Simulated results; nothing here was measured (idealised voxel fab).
process module | voxel quadruple lines
cross-section cut | 140 nm wide | cells 5 nm
A cross-section is a grid of square cells, given in bands from the top down. A band is one or more rows of cells.
Each band's line starts with the height of the band's top and of its bottom, in nm. Then come its materials from left to right, each with its width in nm. One material with "throughout" fills the band from edge to edge. "air" is empty space.
Height 0 is the level under which the wafer as received is all one material. The lowest band goes on downwards, as in "0 down".
A width such as "30 to 40" changes by the same amount from each row of cells to the next, from the band's top row to its bottom row.
"no change" after a step means that no cell of the cross-section changed.
closed voids: empty space of 8 cells or more with no open way to the top, each as width x height at its distance from the left edge, in nm
after a step's settings: what the simulator itself notes on the step
overlay nm, on a step with a mask: how far to the right of its planned place the mask lay; to the left if negative
Each pair below shows a cross-section before one step and the cross-section after it, down to the lowest band that changed. The line under each pair gives the step between them, with its settings. The pairs can come from different runs of this module on the same starting wafer, so a pair continues from the pair above only where its "before" says so.
before
  0 down: Si throughout
  closed voids: none
after
  10 to 0: Al2O3 throughout
  below 0: unchanged
  closed voids: none
the step between: op CONFORMAL_DEP | material Al2O3 | thk nm 10
before: the cross-section after the pair above
after
  25 to 10: W throughout
  below 10: unchanged
  closed voids: none
the step between: op DIRECTIONAL_DEP | material W | thk nm 15
before: the cross-section after the pair above
after
  45 to 25: polySi throughout
  below 25: unchanged
  closed voids: none
the step between: op DIRECTIONAL_DEP | material polySi | thk nm 20
before: the cross-section after the pair above
after
  65 to 45: aC throughout
  below 45: unchanged
  closed voids: none
the step between: op DIRECTIONAL_DEP | material aC | thk nm 20
before: the cross-section after the pair above
after
  90 to 65: air 60 | resist 20 | air 60
  below 65: unchanged
  closed voids: none
the step between: op PATTERN | tone cover | mask id MANDREL | material resist | width nm 20 | thk nm 25 | overlay nm 0
before: the cross-section after the pair above
after
  70 to 65: air 60 | resist 20 | air 60
  65 to 45: air 60 | aC 20 | air 60
  below 45: unchanged
  closed voids: none
the step between: op DIRECTIONAL_ETCH | etch materials aC | depth nm 20
before: the cross-section after the pair above
after
  65 to 45: air 60 | aC 20 | air 60
  below 45: unchanged
  closed voids: none
the step between: op STRIP | etch materials resist
before: the cross-section after the pair above
after
  75 to 65: air 50 | SiO2 40 | air 50
  65 to 55: air 50 | SiO2 10 | aC 20 | SiO2 10 | air 50
  55 to 45: SiO2 60 | aC 20 | SiO2 60
  below 45: unchanged
  closed voids: none
the step between: op CONFORMAL_DEP | material SiO2 | thk nm 10
before: the cross-section after the pair above
after
  65 to 45: air 50 | SiO2 10 | aC 20 | SiO2 10 | air 50
  below 45: unchanged
  closed voids: none
the step between: op DIRECTIONAL_ETCH | etch materials SiO2 | depth nm 10
before: the cross-section after the pair above
after
  65 to 45: air 50 | SiO2 10 | air 20 | SiO2 10 | air 50
  below 45: unchanged
  closed voids: none
the step between: op STRIP | etch materials aC
before: the cross-section after the pair above
after
  65 to 45: air 50 | SiO2 10 | air 20 | SiO2 10 | air 50
  45 to 25: air 50 | polySi 10 | air 20 | polySi 10 | air 50
  below 25: unchanged
  closed voids: none
the step between: op DIRECTIONAL_ETCH | etch materials polySi | depth nm 20
before: the cross-section after the pair above
after
  45 to 25: air 50 | polySi 10 | air 20 | polySi 10 | air 50
  below 25: unchanged
  closed voids: none
the step between: op STRIP | etch materials SiO2
before: the cross-section after the pair above
after
  50 to 45: air 45 | SiN 20 | air 10 | SiN 20 | air 45
  45 to 30: air 45 | SiN 5 | polySi 10 | SiN 5 | air 10 | SiN 5 | polySi 10 | SiN 5 | air 45
  30 to 25: SiN 50 | polySi 10 | SiN 20 | polySi 10 | SiN 50
  below 25: unchanged
  closed voids: none
the step between: op CONFORMAL_DEP | material SiN | thk nm 5
before: the cross-section after the pair above
after
  45 to 25: air 45 | SiN 5 | polySi 10 | SiN 5 | air 10 | SiN 5 | polySi 10 | SiN 5 | air 45
  below 25: unchanged
  closed voids: none
the step between: op DIRECTIONAL_ETCH | etch materials SiN | depth nm 5
before: the cross-section after the pair above
after
  45 to 25: air 45 | SiN 5 | air 10 | SiN 5 | air 10 | SiN 5 | air 10 | SiN 5 | air 45
  below 25: unchanged
  closed voids: none
the step between: op STRIP | etch materials polySi
before: the cross-section after the pair above
after
  45 to 25: air 45 | SiN 5 | air 10 | SiN 5 | air 10 | SiN 5 | air 10 | SiN 5 | air 45
  25 to 10: air 45 | W 5 | air 10 | W 5 | air 10 | W 5 | air 10 | W 5 | air 45
  below 10: unchanged
  closed voids: none
the step between: op DIRECTIONAL_ETCH | etch materials W | depth nm 15
before: the cross-section after the pair above
after
  25 to 10: air 45 | W 5 | air 10 | W 5 | air 10 | W 5 | air 10 | W 5 | air 45
  below 10: unchanged
  closed voids: none
the step between: op STRIP | etch materials SiN
before: the cross-section after the pair above
after
  30 to 25: lowk throughout
  25 to 10: lowk 45 | W 5 | lowk 10 | W 5 | lowk 10 | W 5 | lowk 10 | W 5 | lowk 45
  below 10: unchanged
  closed voids: none
the step between: op FILL_DEP | material lowk | thk nm 5
before: the cross-section after the pair above
after
  25 to 10: lowk 45 | W 5 | lowk 10 | W 5 | lowk 10 | W 5 | lowk 10 | W 5 | lowk 45
  below 10: unchanged
  closed voids: none
the step between: op CMP | height nm 25
before
  45 to 25: air 45 | SiN 5 | air 10 | SiN 5 | air 10 | SiN 5 | air 10 | SiN 5 | air 45
  25 to 10: air 45 | W 5 | air 10 | W 5 | air 10 | W 5 | air 10 | W 5 | air 45
  10 to 0: Al2O3 throughout
  0 down: Si throughout
  closed voids: none
after
  50 to 45: lowk throughout
  45 to 25: lowk 45 | SiN 5 | lowk 10 | SiN 5 | lowk 10 | SiN 5 | lowk 10 | SiN 5 | lowk 45
  25 to 10: lowk 45 | W 5 | lowk 10 | W 5 | lowk 10 | W 5 | lowk 10 | W 5 | lowk 45
  below 10: unchanged
  closed voids: none
the step between: op FILL_DEP | material lowk | thk nm 5
before: the cross-section after the pair above
after
  25 to 10: lowk 45 | W 5 | lowk 10 | W 5 | lowk 10 | W 5 | lowk 10 | W 5 | lowk 45
  below 10: unchanged
  closed voids: none
the step between: op CMP | height nm 25
before
  10 to 0: Al2O3 throughout
  0 down: Si throughout
  closed voids: none
after
  30 to 10: polySi throughout
  below 10: unchanged
  closed voids: none
the step between: op DIRECTIONAL_DEP | material polySi | thk nm 20
before: the cross-section after the pair above
after
  45 to 30: W throughout
  below 30: unchanged
  closed voids: none
the step between: op DIRECTIONAL_DEP | material W | thk nm 15
before: the cross-section after the pair above
after
  65 to 45: aC throughout
  below 45: unchanged
  closed voids: none
the step between: op DIRECTIONAL_DEP | material aC | thk nm 20
before: the cross-section after the pair above
after
  90 to 65: air 60 | resist 20 | air 60
  below 65: unchanged
  closed voids: none
the step between: op PATTERN | tone cover | mask id MANDREL | material resist | width nm 20 | thk nm 25 | overlay nm 0
before: the cross-section after the pair above
after
  70 to 65: air 60 | resist 20 | air 60
  65 to 45: air 60 | aC 20 | air 60
  below 45: unchanged
  closed voids: none
the step between: op DIRECTIONAL_ETCH | etch materials aC | depth nm 20
before: the cross-section after the pair above
after
  65 to 45: air 60 | aC 20 | air 60
  below 45: unchanged
  closed voids: none
the step between: op STRIP | etch materials resist
before: the cross-section after the pair above
after
  75 to 65: air 50 | SiO2 40 | air 50
  65 to 55: air 50 | SiO2 10 | aC 20 | SiO2 10 | air 50
  55 to 45: SiO2 60 | aC 20 | SiO2 60
  below 45: unchanged
  closed voids: none
the step between: op CONFORMAL_DEP | material SiO2 | thk nm 10
before: the cross-section after the pair above
after
  65 to 45: air 50 | SiO2 10 | aC 20 | SiO2 10 | air 50
  below 45: unchanged
  closed voids: none
the step between: op DIRECTIONAL_ETCH | etch materials SiO2 | depth nm 10
before: the cross-section after the pair above
after
  65 to 45: air 50 | SiO2 10 | air 20 | SiO2 10 | air 50
  below 45: unchanged
  closed voids: none
the step between: op STRIP | etch materials aC
before: the cross-section after the pair above
after
  45 to 30: W throughout
  below 30: unchanged
  closed voids: none
the step between: op STRIP | etch materials SiO2
before: the cross-section after the pair above
after
  50 to 45: SiN throughout
  below 45: unchanged
  closed voids: none
the step between: op CONFORMAL_DEP | material SiN | thk nm 5
before: the cross-section after the pair above
after
  45 to 30: W throughout
  below 30: unchanged
  closed voids: none
the step between: op DIRECTIONAL_ETCH | etch materials SiN | depth nm 5
before: the cross-section after the pair above
after
  30 to 10: polySi throughout
  below 10: unchanged
  closed voids: none
the step between: op DIRECTIONAL_ETCH | etch materials W | depth nm 15
before: the cross-section after the pair above
after
  35 to 30: lowk throughout
  below 30: unchanged
  closed voids: none
the step between: op FILL_DEP | material lowk | thk nm 5
before: the cross-section after the pair above
after
  25 to 10: polySi throughout
  below 10: unchanged
  closed voids: none
the step between: op CMP | height nm 25
before
  10 to 0: Al2O3 throughout
  0 down: Si throughout
  closed voids: none
after
  20 to 10: W throughout
  below 10: unchanged
  closed voids: none
the step between: op DIRECTIONAL_DEP | material W | thk nm 10
before: the cross-section after the pair above
after
  40 to 20: polySi throughout
  below 20: unchanged
  closed voids: none
the step between: op DIRECTIONAL_DEP | material polySi | thk nm 20
before: the cross-section after the pair above
after
  60 to 40: aC throughout
  below 40: unchanged
  closed voids: none
the step between: op DIRECTIONAL_DEP | material aC | thk nm 20
before: the cross-section after the pair above
after
  85 to 60: air 60 | resist 20 | air 60
  below 60: unchanged
  closed voids: none
the step between: op PATTERN | tone cover | mask id MANDREL | material resist | width nm 20 | thk nm 25 | overlay nm 0
before: the cross-section after the pair above
after
  65 to 60: air 60 | resist 20 | air 60
  60 to 40: air 60 | aC 20 | air 60
  below 40: unchanged
  closed voids: none
the step between: op DIRECTIONAL_ETCH | etch materials aC | depth nm 20
before: the cross-section after the pair above
after
  60 to 40: air 60 | aC 20 | air 60
  below 40: unchanged
  closed voids: none
the step between: op STRIP | etch materials resist
before: the cross-section after the pair above
after
  70 to 60: air 50 | SiO2 40 | air 50
  60 to 50: air 50 | SiO2 10 | aC 20 | SiO2 10 | air 50
  50 to 40: SiO2 60 | aC 20 | SiO2 60
  below 40: unchanged
  closed voids: none
the step between: op CONFORMAL_DEP | material SiO2 | thk nm 10
before: the cross-section after the pair above
after
  60 to 40: air 50 | SiO2 10 | aC 20 | SiO2 10 | air 50
  below 40: unchanged
  closed voids: none
the step between: op DIRECTIONAL_ETCH | etch materials SiO2 | depth nm 10
before: the cross-section after the pair above
after
  60 to 40: air 50 | SiO2 10 | air 20 | SiO2 10 | air 50
  below 40: unchanged
  closed voids: none
the step between: op STRIP | etch materials aC
before: the cross-section after the pair above
after
  60 to 40: air 50 | SiO2 10 | air 20 | SiO2 10 | air 50
  40 to 20: air 50 | polySi 10 | air 20 | polySi 10 | air 50
  below 20: unchanged
  closed voids: none
the step between: op DIRECTIONAL_ETCH | etch materials polySi | depth nm 20
before: the cross-section after the pair above
after
  40 to 20: air 50 | polySi 10 | air 20 | polySi 10 | air 50
  below 20: unchanged
  closed voids: none
the step between: op STRIP | etch materials SiO2
before: the cross-section after the pair above
after
  45 to 40: air 45 | SiN 20 | air 10 | SiN 20 | air 45
  40 to 25: air 45 | SiN 5 | polySi 10 | SiN 5 | air 10 | SiN 5 | polySi 10 | SiN 5 | air 45
  25 to 20: SiN 50 | polySi 10 | SiN 20 | polySi 10 | SiN 50
  below 20: unchanged
  closed voids: none
the step between: op CONFORMAL_DEP | material SiN | thk nm 5
before: the cross-section after the pair above
after
  40 to 20: air 45 | SiN 5 | polySi 10 | SiN 5 | air 10 | SiN 5 | polySi 10 | SiN 5 | air 45
  below 20: unchanged
  closed voids: none
the step between: op DIRECTIONAL_ETCH | etch materials SiN | depth nm 5
before: the cross-section after the pair above
after
  40 to 20: air 45 | SiN 5 | air 10 | SiN 5 | air 10 | SiN 5 | air 10 | SiN 5 | air 45
  below 20: unchanged
  closed voids: none
the step between: op STRIP | etch materials polySi
before: the cross-section after the pair above
after
  40 to 20: air 45 | SiN 5 | air 10 | SiN 5 | air 10 | SiN 5 | air 10 | SiN 5 | air 45
  20 to 10: air 45 | W 5 | air 10 | W 5 | air 10 | W 5 | air 10 | W 5 | air 45
  below 10: unchanged
  closed voids: none
the step between: op DIRECTIONAL_ETCH | etch materials W | depth nm 15
before: the cross-section after the pair above
after
  20 to 10: air 45 | W 5 | air 10 | W 5 | air 10 | W 5 | air 10 | W 5 | air 45
  below 10: unchanged
  closed voids: none
the step between: op STRIP | etch materials SiN
before: the cross-section after the pair above
after
  25 to 20: lowk throughout
  20 to 10: lowk 45 | W 5 | lowk 10 | W 5 | lowk 10 | W 5 | lowk 10 | W 5 | lowk 45
  below 10: unchanged
  closed voids: none
the step between: op FILL_DEP | material lowk | thk nm 5
before
  65 to 45: aC throughout
  45 to 25: polySi throughout
  25 to 10: W throughout
  10 to 0: Al2O3 throughout
  0 down: Si throughout
  closed voids: none
after
  90 to 65: air 60 | resist 25 | air 55
  below 65: unchanged
  closed voids: none
the step between: op PATTERN | tone cover | mask id MANDREL | material resist | width nm 25 | thk nm 25 | overlay nm 0
before: the cross-section after the pair above
after
  70 to 65: air 60 | resist 25 | air 55
  65 to 45: air 60 | aC 25 | air 55
  below 45: unchanged
  closed voids: none
the step between: op DIRECTIONAL_ETCH | etch materials aC | depth nm 20
before: the cross-section after the pair above
after
  65 to 45: air 60 | aC 25 | air 55
  below 45: unchanged
  closed voids: none
the step between: op STRIP | etch materials resist
before: the cross-section after the pair above
after
  75 to 65: air 50 | SiO2 45 | air 45
  65 to 55: air 50 | SiO2 10 | aC 25 | SiO2 10 | air 45
  55 to 45: SiO2 60 | aC 25 | SiO2 55
  below 45: unchanged
  closed voids: none
the step between: op CONFORMAL_DEP | material SiO2 | thk nm 10
before: the cross-section after the pair above
after
  65 to 45: air 50 | SiO2 10 | aC 25 | SiO2 10 | air 45
  below 45: unchanged
  closed voids: none
the step between: op DIRECTIONAL_ETCH | etch materials SiO2 | depth nm 10
before: the cross-section after the pair above
after
  65 to 45: air 50 | SiO2 10 | air 25 | SiO2 10 | air 45
  below 45: unchanged
  closed voids: none
the step between: op STRIP | etch materials aC
before: the cross-section after the pair above
after
  65 to 45: air 50 | SiO2 10 | air 25 | SiO2 10 | air 45
  45 to 25: air 50 | polySi 10 | air 25 | polySi 10 | air 45
  below 25: unchanged
  closed voids: none
the step between: op DIRECTIONAL_ETCH | etch materials polySi | depth nm 20
before: the cross-section after the pair above
after
  45 to 25: air 50 | polySi 10 | air 25 | polySi 10 | air 45
  below 25: unchanged
  closed voids: none
the step between: op STRIP | etch materials SiO2
before: the cross-section after the pair above
after
  50 to 45: air 45 | SiN 20 | air 15 | SiN 20 | air 40
  45 to 30: air 45 | SiN 5 | polySi 10 | SiN 5 | air 15 | SiN 5 | polySi 10 | SiN 5 | air 40
  30 to 25: SiN 50 | polySi 10 | SiN 25 | polySi 10 | SiN 45
  below 25: unchanged
  closed voids: none
the step between: op CONFORMAL_DEP | material SiN | thk nm 5
before: the cross-section after the pair above
after
  45 to 25: air 45 | SiN 5 | polySi 10 | SiN 5 | air 15 | SiN 5 | polySi 10 | SiN 5 | air 40
  below 25: unchanged
  closed voids: none
the step between: op DIRECTIONAL_ETCH | etch materials SiN | depth nm 5
before: the cross-section after the pair above
after
  45 to 25: air 45 | SiN 5 | air 10 | SiN 5 | air 15 | SiN 5 | air 10 | SiN 5 | air 40
  below 25: unchanged
  closed voids: none
the step between: op STRIP | etch materials polySi
before: the cross-section after the pair above
after
  45 to 25: air 45 | SiN 5 | air 10 | SiN 5 | air 15 | SiN 5 | air 10 | SiN 5 | air 40
  25 to 10: air 45 | W 5 | air 10 | W 5 | air 15 | W 5 | air 10 | W 5 | air 40
  below 10: unchanged
  closed voids: none
the step between: op DIRECTIONAL_ETCH | etch materials W | depth nm 15
before: the cross-section after the pair above
after
  25 to 10: air 45 | W 5 | air 10 | W 5 | air 15 | W 5 | air 10 | W 5 | air 40
  below 10: unchanged
  closed voids: none
the step between: op STRIP | etch materials SiN
before: the cross-section after the pair above
after
  30 to 25: lowk throughout
  25 to 10: lowk 45 | W 5 | lowk 10 | W 5 | lowk 15 | W 5 | lowk 10 | W 5 | lowk 40
  below 10: unchanged
  closed voids: none
the step between: op FILL_DEP | material lowk | thk nm 5
before: the cross-section after the pair above
after
  25 to 10: lowk 45 | W 5 | lowk 10 | W 5 | lowk 15 | W 5 | lowk 10 | W 5 | lowk 40
  below 10: unchanged
  closed voids: none
the step between: op CMP | height nm 25
before
  65 to 45: aC throughout
  45 to 25: polySi throughout
  25 to 10: W throughout
  10 to 0: Al2O3 throughout
  0 down: Si throughout
  closed voids: none
after
  90 to 65: air 65 | resist 20 | air 55
  below 65: unchanged
  closed voids: none
the step between: op PATTERN | tone cover | mask id MANDREL | material resist | width nm 20 | thk nm 25 | overlay nm 5
before: the cross-section after the pair above
after
  70 to 65: air 65 | resist 20 | air 55
  65 to 45: air 65 | aC 20 | air 55
  below 45: unchanged
  closed voids: none
the step between: op DIRECTIONAL_ETCH | etch materials aC | depth nm 20
before: the cross-section after the pair above
after
  65 to 45: air 65 | aC 20 | air 55
  below 45: unchanged
  closed voids: none
the step between: op STRIP | etch materials resist
before: the cross-section after the pair above
after
  75 to 65: air 55 | SiO2 40 | air 45
  65 to 55: air 55 | SiO2 10 | aC 20 | SiO2 10 | air 45
  55 to 45: SiO2 65 | aC 20 | SiO2 55
  below 45: unchanged
  closed voids: none
the step between: op CONFORMAL_DEP | material SiO2 | thk nm 10
before: the cross-section after the pair above
after
  65 to 45: air 55 | SiO2 10 | aC 20 | SiO2 10 | air 45
  below 45: unchanged
  closed voids: none
the step between: op DIRECTIONAL_ETCH | etch materials SiO2 | depth nm 10
before: the cross-section after the pair above
after
  65 to 45: air 55 | SiO2 10 | air 20 | SiO2 10 | air 45
  below 45: unchanged
  closed voids: none
the step between: op STRIP | etch materials aC
before: the cross-section after the pair above
after
  65 to 45: air 55 | SiO2 10 | air 20 | SiO2 10 | air 45
  45 to 25: air 55 | polySi 10 | air 20 | polySi 10 | air 45
  below 25: unchanged
  closed voids: none
the step between: op DIRECTIONAL_ETCH | etch materials polySi | depth nm 20
before: the cross-section after the pair above
after
  45 to 25: air 55 | polySi 10 | air 20 | polySi 10 | air 45
  below 25: unchanged
  closed voids: none
the step between: op STRIP | etch materials SiO2
before: the cross-section after the pair above
after
  50 to 45: air 50 | SiN 20 | air 10 | SiN 20 | air 40
  45 to 30: air 50 | SiN 5 | polySi 10 | SiN 5 | air 10 | SiN 5 | polySi 10 | SiN 5 | air 40
  30 to 25: SiN 55 | polySi 10 | SiN 20 | polySi 10 | SiN 45
  below 25: unchanged
  closed voids: none
the step between: op CONFORMAL_DEP | material SiN | thk nm 5
before: the cross-section after the pair above
after
  45 to 25: air 50 | SiN 5 | polySi 10 | SiN 5 | air 10 | SiN 5 | polySi 10 | SiN 5 | air 40
  below 25: unchanged
  closed voids: none
the step between: op DIRECTIONAL_ETCH | etch materials SiN | depth nm 5
before: the cross-section after the pair above
after
  45 to 25: air 50 | SiN 5 | air 10 | SiN 5 | air 10 | SiN 5 | air 10 | SiN 5 | air 40
  below 25: unchanged
  closed voids: none
the step between: op STRIP | etch materials polySi
before: the cross-section after the pair above
after
  45 to 25: air 50 | SiN 5 | air 10 | SiN 5 | air 10 | SiN 5 | air 10 | SiN 5 | air 40
  25 to 10: air 50 | W 5 | air 10 | W 5 | air 10 | W 5 | air 10 | W 5 | air 40
  below 10: unchanged
  closed voids: none
the step between: op DIRECTIONAL_ETCH | etch materials W | depth nm 15
before: the cross-section after the pair above
after
  25 to 10: air 50 | W 5 | air 10 | W 5 | air 10 | W 5 | air 10 | W 5 | air 40
  below 10: unchanged
  closed voids: none
the step between: op STRIP | etch materials SiN
before: the cross-section after the pair above
after
  30 to 25: lowk throughout
  25 to 10: lowk 50 | W 5 | lowk 10 | W 5 | lowk 10 | W 5 | lowk 10 | W 5 | lowk 40
  below 10: unchanged
  closed voids: none
the step between: op FILL_DEP | material lowk | thk nm 5
before: the cross-section after the pair above
after
  25 to 10: lowk 50 | W 5 | lowk 10 | W 5 | lowk 10 | W 5 | lowk 10 | W 5 | lowk 40
  below 10: unchanged
  closed voids: none
the step between: op CMP | height nm 25
before
  45 to 25: air 45 | SiN 5 | polySi 10 | SiN 5 | air 10 | SiN 5 | polySi 10 | SiN 5 | air 45
  25 to 10: W throughout
  10 to 0: Al2O3 throughout
  0 down: Si throughout
  closed voids: none
after
  45 to 25: air 50 | polySi 10 | air 20 | polySi 10 | air 50
  below 25: unchanged
  closed voids: none
the step between: op STRIP | etch materials SiN
before: the cross-section after the pair above
after
  45 to 25: air 50 | polySi 10 | air 20 | polySi 10 | air 50
  25 to 10: air 50 | W 10 | air 20 | W 10 | air 50
  below 10: unchanged
  closed voids: none
the step between: op DIRECTIONAL_ETCH | etch materials W | depth nm 15
before: the cross-section after the pair above
after
  50 to 45: lowk throughout
  45 to 25: lowk 50 | polySi 10 | lowk 20 | polySi 10 | lowk 50
  25 to 10: lowk 50 | W 10 | lowk 20 | W 10 | lowk 50
  below 10: unchanged
  closed voids: none
the step between: op FILL_DEP | material lowk | thk nm 5
before: the cross-section after the pair above
after
  25 to 10: lowk 50 | W 10 | lowk 20 | W 10 | lowk 50
  below 10: unchanged
  closed voids: none
the step between: op CMP | height nm 25
before
  65 to 45: aC throughout
  45 to 25: polySi throughout
  25 to 10: W throughout
  10 to 0: Al2O3 throughout
  0 down: Si throughout
  closed voids: none
after
  90 to 65: resist 60 | air 20 | resist 60
  below 65: unchanged
  closed voids: none
the step between: op PATTERN | tone open | mask id MANDREL | material resist | width nm 20 | thk nm 25 | overlay nm 0
before: the cross-section after the pair above
after
  70 to 65: resist 60 | air 20 | resist 60
  65 to 45: aC 60 | air 20 | aC 60
  below 45: unchanged
  closed voids: none
the step between: op DIRECTIONAL_ETCH | etch materials aC | depth nm 20
before: the cross-section after the pair above
after
  65 to 45: aC 60 | air 20 | aC 60
  below 45: unchanged
  closed voids: none
the step between: op STRIP | etch materials resist
before: the cross-section after the pair above
after
  75 to 65: SiO2 throughout
  65 to 45: aC 60 | SiO2 20 | aC 60
  below 45: unchanged
  closed voids: none
the step between: op CONFORMAL_DEP | material SiO2 | thk nm 10
before: the cross-section after the pair above
after
  65 to 45: aC 60 | SiO2 20 | aC 60
  below 45: unchanged
  closed voids: none
the step between: op DIRECTIONAL_ETCH | etch materials SiO2 | depth nm 10
before: the cross-section after the pair above
after
  65 to 45: air 60 | SiO2 20 | air 60
  below 45: unchanged
  closed voids: none
the step between: op STRIP | etch materials aC
before: the cross-section after the pair above
after
  65 to 45: air 60 | SiO2 20 | air 60
  45 to 25: air 60 | polySi 20 | air 60
  below 25: unchanged
  closed voids: none
the step between: op DIRECTIONAL_ETCH | etch materials polySi | depth nm 20
before: the cross-section after the pair above
after
  45 to 25: air 60 | polySi 20 | air 60
  below 25: unchanged
  closed voids: none
the step between: op STRIP | etch materials SiO2
before: the cross-section after the pair above
after
  50 to 45: air 55 | SiN 30 | air 55
  45 to 30: air 55 | SiN 5 | polySi 20 | SiN 5 | air 55
  30 to 25: SiN 60 | polySi 20 | SiN 60
  below 25: unchanged
  closed voids: none
the step between: op CONFORMAL_DEP | material SiN | thk nm 5
before: the cross-section after the pair above
after
  45 to 25: air 55 | SiN 5 | polySi 20 | SiN 5 | air 55
  below 25: unchanged
  closed voids: none
the step between: op DIRECTIONAL_ETCH | etch materials SiN | depth nm 5
before: the cross-section after the pair above
after
  45 to 25: air 55 | SiN 5 | air 20 | SiN 5 | air 55
  below 25: unchanged
  closed voids: none
the step between: op STRIP | etch materials polySi
before: the cross-section after the pair above
after
  45 to 25: air 55 | SiN 5 | air 20 | SiN 5 | air 55
  25 to 10: air 55 | W 5 | air 20 | W 5 | air 55
  below 10: unchanged
  closed voids: none
the step between: op DIRECTIONAL_ETCH | etch materials W | depth nm 15
before: the cross-section after the pair above
after
  25 to 10: air 55 | W 5 | air 20 | W 5 | air 55
  below 10: unchanged
  closed voids: none
the step between: op STRIP | etch materials SiN
before: the cross-section after the pair above
after
  30 to 25: lowk throughout
  25 to 10: lowk 55 | W 5 | lowk 20 | W 5 | lowk 55
  below 10: unchanged
  closed voids: none
the step between: op FILL_DEP | material lowk | thk nm 5
before: the cross-section after the pair above
after
  25 to 10: lowk 55 | W 5 | lowk 20 | W 5 | lowk 55
  below 10: unchanged
  closed voids: none
the step between: op CMP | height nm 25
